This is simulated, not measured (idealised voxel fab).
Process module heading - voxel transistor to metal
Xsec cut, 275 nm wide, square cell size 5 nm.
This document writes a cross-section as a grid whose cells are square, and gives it as bands, listed from the top down; one or more rows of cells form a band. Each band's line starts with the height of the band's top and of its bottom, in nm. Then come its materials from left to right, each with its width in nm. One material with "all across" fills the band from edge to edge. "blank" is empty space. Heights from 0 (as-received wafer is one material below). Bottom band endless downward, as "top 0, no bottom". Quick explanation for "30..40": the width changes in equal steps down the rows of cells, from the first number in the band's top row to the second number in its bottom row. "nothing different" after a step means that no cell of the cross-section changed. Each empty space that has no open way to the top and spans at least 8 cells appears under "Fully sealed cavities" as width x height at distance, the distance counted from the left edge, all in nm. Text after the settings on a step's line: the simulator's own remark on that step. "overlay nm" answers the question of how far to the right of plan the mask lay on a step that has a mask, and when it is negative the answer is to the left.
## Process steps foreseen in the plan
step 1: RECEIVE,material Si
step 2: CONFORMAL_DEP,material SiO2,thk nm 5
step 3: CONFORMAL_DEP,material SiN,thk nm 10
step 4: PATTERN,tone cover,mask id ACTIVE,material resist,width nm 95,pitch nm 125,thk nm 15,overlay nm 0
step 5: DIRECTIONAL_ETCH,etch materials SiN,depth nm 10
step 6: DIRECTIONAL_ETCH,etch materials SiO2,depth nm 5
step 7: DIRECTIONAL_ETCH,etch materials Si,depth nm 25
step 8: STRIP,etch materials resist
step 9: OXIDIZE,depth nm 5
step 10: FILL_DEP,material SiO2,thk nm 10
step 11: CMP,height nm 15
step 12: SELECTIVE_ETCH,etch materials SiO2,depth nm 10
step 13: STRIP,etch materials SiN
step 14: SELECTIVE_ETCH,etch materials SiO2,depth nm 5
step 15: OXIDIZE,depth nm 5
step 16: DIRECTIONAL_DEP,material polySi,thk nm 30
step 17: DIRECTIONAL_DEP,material SiCN,thk nm 10
step 18: MASKED_ETCH,tone cover,mask id GATE,width nm 25,pitch nm 125,etch materials SiCN,depth nm 20,overlay nm 0
step 19: MASKED_ETCH,tone cover,mask id GATE,width nm 25,pitch nm 125,etch materials polySi,depth nm 40,overlay nm 0
step 20: CONFORMAL_DEP,material SiO2,thk nm 5
step 21: DIRECTIONAL_ETCH,etch materials SiO2,depth nm 5
step 22: CONFORMAL_DEP,material SiN,thk nm 5
step 23: DIRECTIONAL_ETCH,etch materials SiN,depth nm 5
step 24: DIRECTIONAL_ETCH,etch materials SiO2,depth nm 5
step 25: DIRECTIONAL_ETCH,etch materials Si,depth nm 15
step 26: EPI,material SiGe,thk nm 20
step 27: FILL_DEP,material SiO2,thk nm 5
step 28: CMP,height nm 30
step 29: STRIP,etch materials polySi
step 30: SELECTIVE_ETCH,etch materials SiO2,depth nm 5
step 31: CONFORMAL_DEP,material HfO2,thk nm 5
step 32: CONFORMAL_DEP,material TiN,thk nm 5
step 33: FILL_DEP,material W,thk nm 5
step 34: CMP,height nm 25
step 35: DIRECTIONAL_DEP,material SiO2,thk nm 10
step 36: PATTERN,tone open,mask id CONTACT,material resist,width nm 20,thk nm 20,overlay nm 0
step 37: DIRECTIONAL_ETCH,etch materials SiO2,depth nm 35
step 38: STRIP,etch materials resist
step 39: CONFORMAL_DEP,material TiN,thk nm 5
step 40: FILL_DEP,material Ru,thk nm 10
step 41: CMP,height nm 35
step 42: DIRECTIONAL_DEP,material TiN,thk nm 5
step 43: DIRECTIONAL_DEP,material Ru,thk nm 25
step 44: DIRECTIONAL_DEP,material aC,thk nm 10
step 45: PATTERN,tone cover,mask id METAL_1,material resist,width nm 20,thk nm 30,overlay nm 0
step 46: DIRECTIONAL_ETCH,etch materials aC,depth nm 10
step 47: STRIP,etch materials resist
step 48: DIRECTIONAL_ETCH,etch materials Ru,depth nm 25
step 49: DIRECTIONAL_ETCH,etch materials TiN,depth nm 5
step 50: STRIP,etch materials aC
step 51: CONFORMAL_DEP,material SiN,thk nm 5
step 52: FILL_DEP,material lowk,thk nm 10
step 53: CMP,height nm 65
step 54: CONFORMAL_DEP,material SiCN,thk nm 5
Among the wafers covered here, the point of difference is the width nm at step 4; their starting state is shared, and the plan presents the value of the first wafer.
## The first of several wafers in cross-section, exactly as it reached us after step 1
- top 0, no bottom = Si all across
- Fully sealed cavities: none
## Post step 54, the closing step of the module: first of several wafers, cross-sectioned
- top 70, bottom 65 = SiCN all across
- top 65, bottom 40 = lowk 20 nm  SiN 5 nm  Ru 20 nm  SiN 5 nm  lowk 45 nm  SiN 5 nm  Ru 20 nm  SiN 5 nm  lowk 20 nm  SiN 5 nm  Ru 20 nm  SiN 5 nm  lowk 45 nm  SiN 5 nm  Ru 20 nm  SiN 5 nm  lowk 25 nm
- top 40, bottom 35 = SiN 25 nm  TiN 20 nm  SiN 55 nm  TiN 20 nm  SiN 30 nm  TiN 20 nm  SiN 55 nm  TiN 20 nm  SiN 30 nm
- top 35, bottom 25 = SiO2 25 nm  TiN 5 nm  Ru 10 nm  TiN 5 nm  SiO2 55 nm  TiN 5 nm  Ru 10 nm  TiN 5 nm  SiO2 30 nm  TiN 5 nm  Ru 10 nm  TiN 5 nm  SiO2 55 nm  TiN 5 nm  Ru 10 nm  TiN 5 nm  SiO2 30 nm
- top 25, bottom 20 = SiO2 25 nm  TiN 5 nm  Ru 10 nm  TiN 5 nm  SiO2 5 nm  SiN 5 nm  HfO2 5 nm  TiN 5 nm  W 15 nm  TiN 5 nm  HfO2 5 nm  SiN 5 nm  SiO2 5 nm  TiN 5 nm  Ru 10 nm  TiN 5 nm  SiO2 30 nm  TiN 5 nm  Ru 10 nm  TiN 5 nm  SiO2 5 nm  SiN 5 nm  HfO2 5 nm  TiN 5 nm  W 15 nm  TiN 5 nm  HfO2 5 nm  SiN 5 nm  SiO2 5 nm  TiN 5 nm  Ru 10 nm  TiN 5 nm  SiO2 30 nm
- top 20, bottom 15 = SiO2 25 nm  TiN 20 nm  SiO2 5 nm  SiN 5 nm  HfO2 5 nm  TiN 5 nm  W 15 nm  TiN 5 nm  HfO2 5 nm  SiN 5 nm  SiO2 5 nm  TiN 20 nm  SiO2 30 nm  TiN 20 nm  SiO2 5 nm  SiN 5 nm  HfO2 5 nm  TiN 5 nm  W 15 nm  TiN 5 nm  HfO2 5 nm  SiN 5 nm  SiO2 5 nm  TiN 20 nm  SiO2 30 nm
- top 15, bottom 5 = SiO2 25 nm  TiN 5 nm  SiGe 20 nm  SiN 5 nm  HfO2 5 nm  TiN 5 nm  W 15 nm  TiN 5 nm  HfO2 5 nm  SiN 5 nm  SiGe 20 nm  TiN 5 nm  SiO2 30 nm  TiN 5 nm  SiGe 20 nm  SiN 5 nm  HfO2 5 nm  TiN 5 nm  W 15 nm  TiN 5 nm  HfO2 5 nm  SiN 5 nm  SiGe 20 nm  TiN 5 nm  SiO2 30 nm
- top 5, bottom 0 = SiO2 25 nm  TiN 5 nm  SiGe 20 nm  SiN 5 nm  HfO2 5 nm  TiN 25 nm  HfO2 5 nm  SiN 5 nm  SiGe 20 nm  TiN 5 nm  SiO2 30 nm  TiN 5 nm  SiGe 20 nm  SiN 5 nm  HfO2 5 nm  TiN 25 nm  HfO2 5 nm  SiN 5 nm  SiGe 20 nm  TiN 5 nm  SiO2 30 nm
- top 0, bottom -5 = SiO2 25 nm  SiGe 25 nm  SiO2 5 nm  HfO2 35 nm  SiO2 5 nm  SiGe 25 nm  SiO2 30 nm  SiGe 25 nm  SiO2 5 nm  HfO2 35 nm  SiO2 5 nm  SiGe 25 nm  SiO2 30 nm
- top -5, bottom -20 = SiO2 30 nm  SiGe 20 nm  Si 45 nm  SiGe 20 nm  SiO2 40 nm  SiGe 20 nm  Si 45 nm  SiGe 20 nm  SiO2 35 nm
- top -20, bottom -30 = SiO2 30 nm  Si 85 nm  SiO2 40 nm  Si 85 nm  SiO2 35 nm
- top -30, no bottom = Si all across
- Fully sealed cavities: none
## Cross-section, last wafer, module completion
- top 70, bottom 65 = SiCN all across
- top 65, bottom 40 = lowk 20 nm  SiN 5 nm  Ru 20 nm  SiN 5 nm  lowk 45 nm  SiN 5 nm  Ru 20 nm  SiN 5 nm  lowk 20 nm  SiN 5 nm  Ru 20 nm  SiN 5 nm  lowk 45 nm  SiN 5 nm  Ru 20 nm  SiN 5 nm  lowk 25 nm
- top 40, bottom 35 = SiN 25 nm  TiN 20 nm  SiN 55 nm  TiN 20 nm  SiN 30 nm  TiN 20 nm  SiN 55 nm  TiN 20 nm  SiN 30 nm
- top 35, bottom 25 = SiO2 25 nm  TiN 5 nm  Ru 10 nm  TiN 5 nm  SiO2 55 nm  TiN 5 nm  Ru 10 nm  TiN 5 nm  SiO2 30 nm  TiN 5 nm  Ru 10 nm  TiN 5 nm  SiO2 55 nm  TiN 5 nm  Ru 10 nm  TiN 5 nm  SiO2 30 nm
- top 25, bottom 20 = SiO2 25 nm  TiN 5 nm  Ru 10 nm  TiN 5 nm  SiO2 5 nm  SiN 5 nm  HfO2 5 nm  TiN 5 nm  W 15 nm  TiN 5 nm  HfO2 5 nm  SiN 5 nm  SiO2 5 nm  TiN 5 nm  Ru 10 nm  TiN 5 nm  SiO2 30 nm  TiN 5 nm  Ru 10 nm  TiN 5 nm  SiO2 5 nm  SiN 5 nm  HfO2 5 nm  TiN 5 nm  W 15 nm  TiN 5 nm  HfO2 5 nm  SiN 5 nm  SiO2 5 nm  TiN 5 nm  Ru 10 nm  TiN 5 nm  SiO2 30 nm
- top 20, bottom 15 = SiO2 25 nm  TiN 20 nm  SiO2 5 nm  SiN 5 nm  HfO2 5 nm  TiN 5 nm  W 15 nm  TiN 5 nm  HfO2 5 nm  SiN 5 nm  SiO2 5 nm  TiN 20 nm  SiO2 30 nm  TiN 20 nm  SiO2 5 nm  SiN 5 nm  HfO2 5 nm  TiN 5 nm  W 15 nm  TiN 5 nm  HfO2 5 nm  SiN 5 nm  SiO2 5 nm  TiN 20 nm  SiO2 30 nm
- top 15, bottom 5 = SiO2 25 nm  TiN 5 nm  SiGe 20 nm  SiN 5 nm  HfO2 5 nm  TiN 5 nm  W 15 nm  TiN 5 nm  HfO2 5 nm  SiN 5 nm  SiGe 20 nm  TiN 5 nm  SiO2 30 nm  TiN 5 nm  SiGe 20 nm  SiN 5 nm  HfO2 5 nm  TiN 5 nm  W 15 nm  TiN 5 nm  HfO2 5 nm  SiN 5 nm  SiGe 20 nm  TiN 5 nm  SiO2 30 nm
- top 5, bottom 0 = SiO2 25 nm  TiN 5 nm  SiGe 20 nm  SiN 5 nm  HfO2 5 nm  TiN 25 nm  HfO2 5 nm  SiN 5 nm  SiGe 20 nm  TiN 5 nm  SiO2 30 nm  TiN 5 nm  SiGe 20 nm  SiN 5 nm  HfO2 5 nm  TiN 25 nm  HfO2 5 nm  SiN 5 nm  SiGe 20 nm  TiN 5 nm  SiO2 30 nm
- top 0, bottom -5 = SiO2 20 nm  SiGe 30 nm  SiO2 5 nm  HfO2 35 nm  SiO2 5 nm  SiGe 35 nm  SiO2 15 nm  SiGe 30 nm  SiO2 5 nm  HfO2 35 nm  SiO2 5 nm  SiGe 35 nm  SiO2 20 nm
- top -5, bottom -20 = SiO2 25 nm  SiGe 25 nm  Si 45 nm  SiGe 30 nm  SiO2 25 nm  SiGe 25 nm  Si 45 nm  SiGe 30 nm  SiO2 25 nm
- top -20, bottom -30 = SiO2 25 nm  Si 100 nm  SiO2 25 nm  Si 100 nm  SiO2 25 nm
- top -30, no bottom = Si all across
- Fully sealed cavities: none
## So in this table every wafer gets its own row, and what you see is where it stands at the end of the module: for each material, how many cells it picked up (+) or gave up (-) since we received it, and after that its closed voids
width nm 95, +34 HfO2, +104 Ru, -208 Si, +55 SiCN, +116 SiGe, +99 SiN, +297 SiO2, +94 TiN, +24 W, +155 lowk, Fully sealed cavities: none
width nm 100, +34 HfO2, +104 Ru, -204 Si, +55 SiCN, +124 SiGe, +99 SiN, +285 SiO2, +94 TiN, +24 W, +155 lowk, Fully sealed cavities: none
width nm 105, +34 HfO2, +104 Ru, -200 Si, +55 SiCN, +132 SiGe, +99 SiN, +273 SiO2, +94 TiN, +24 W, +155 lowk, Fully sealed cavities: none
width nm 110, +34 HfO2, +104 Ru, -196 Si, +55 SiCN, +140 SiGe, +99 SiN, +261 SiO2, +94 TiN, +24 W, +155 lowk, Fully sealed cavities: none
